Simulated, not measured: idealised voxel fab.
A process module follows: voxel capacitor over wiring.
It is cross-section cut that appears here, measuring 145 nm in width, its square cells being 5 nm in size.
We lay out every cross-section as a grid of square cells and spell it out in bands from the top down, where one band means one or more rows of cells. Band: top and bottom heights (nm) first, top before bottom; then materials from left to right, widths in nm. "edge to edge" marks a sole material filling the band edge to edge. "blank" denotes empty space. Heights are expressed relative to 0, this being the level below which the as-received wafer comprises one material exclusively. The lowest band is unbounded in the downward direction and is denoted as in "0 -> down". The two numbers in a width such as "30->40" mark its ends across the band: the first belongs to the top row of cells, the second to the bottom row, and from each row to the next the width moves by the same amount. When a step is marked "nothing was modified", none of the cells in the cross-section changed during that step. Entry "Closed void table" = empty spaces >= 8 cells with no open way to the top; each as width x height at distance, distance from left edge, all nm. Step line, after settings: the simulator's comment on this step. The "overlay nm" setting may appear on a step's line; for a step that uses a mask, it gives how far to the right of its planned position the mask lay, and a negative value indicates the left.
The process steps that were planned are listed below
1) RECEIVE, material Si
2) CONFORMAL_DEP, material SiO2, thk nm 15
3) CONFORMAL_DEP, material SiN, thk nm 5
4) DIRECTIONAL_DEP, material SiO2, thk nm 15
5) MASKED_ETCH, tone open, mask id METAL_1, width nm 25, pitch nm 75, etch materials SiO2, depth nm 15, overlay nm 0
6) MASKED_ETCH, tone open, mask id METAL_1, width nm 25, pitch nm 75, etch materials SiN, depth nm 5, overlay nm 0
7) CONFORMAL_DEP, material TiN, thk nm 5
8) FILL_DEP, material Ru, thk nm 10
9) CMP, height nm 35
10) CONFORMAL_DEP, material SiCN, thk nm 5
11) DIRECTIONAL_DEP, material lowk, thk nm 15
12) PATTERN, tone open, mask id PLUG_1, material resist, width nm 15, thk nm 15, overlay nm 0
13) DIRECTIONAL_ETCH, etch materials lowk, depth nm 15
14) DIRECTIONAL_ETCH, etch materials SiCN, depth nm 5
15) STRIP, etch materials resist
16) EPI, material Ru, thk nm 10
17) EPI, material Ru, thk nm 10
18) DIRECTIONAL_DEP, material TiN, thk nm 5
19) DIRECTIONAL_DEP, material HfO2, thk nm 5
20) DIRECTIONAL_DEP, material TiN, thk nm 10
21) DIRECTIONAL_DEP, material aC, thk nm 15
22) PATTERN, tone cover, mask id UPPER_PLATE, material resist, width nm 55, thk nm 30, overlay nm 0
23) DIRECTIONAL_ETCH, etch materials aC, depth nm 15
24) STRIP, etch materials resist
25) DIRECTIONAL_ETCH, etch materials TiN, depth nm 10
26) DIRECTIONAL_ETCH, etch materials HfO2, depth nm 5
27) STRIP, etch materials aC
28) MASKED_ETCH, tone cover, mask id LOWER_PLATE, width nm 65, etch materials TiN, depth nm 5, overlay nm 0
29) FILL_DEP, material SiO2, thk nm 15
30) CMP, height nm 85
31) MASKED_ETCH, tone open, mask id PLUG_2, width nm 15, etch materials SiO2, depth nm 10, overlay nm 0
32) CONFORMAL_DEP, material TiN, thk nm 5
33) FILL_DEP, material W, thk nm 5
34) CMP, height nm 85
35) CONFORMAL_DEP, material SiN, thk nm 5
As received, after step 1
* 0 -> down: Si edge to edge
* Closed void table: none
One mistake in running the module, otherwise start and plan as above: cross-section at the end
* 90 -> 85: SiN edge to edge
* 85 -> 75: 30 SiO2, 55 TiN, 60 SiO2
* 75 -> 70: 30 SiO2, 55 HfO2, 60 SiO2
* 70 -> 60: Ru edge to edge
* 60 -> 55: 30 TiN, 15 Ru, 100 TiN
* 55 -> 50: 30 lowk, 15 Ru, 100 lowk
* 50 -> 45: 30 lowk, 15 TiN, 100 lowk
* 45 -> 40: 30 lowk, 15 Ru, 100 lowk
* 40 -> 35: 30 SiCN, 15 Ru, 100 SiCN
* 35 -> 20: 20 SiO2, 5 TiN, 15 Ru, 5 TiN, 50 SiO2, 5 TiN, 15 Ru, 5 TiN, 25 SiO2
* 20 -> 15: 20 SiN, 25 TiN, 50 SiN, 25 TiN, 25 SiN
* 15 -> 0: SiO2 edge to edge
* 0 -> down: Si edge to edge
* Closed void table: none
Where did the run depart from the plan? mixed up steps 17 and 18 - ran each in the other's place
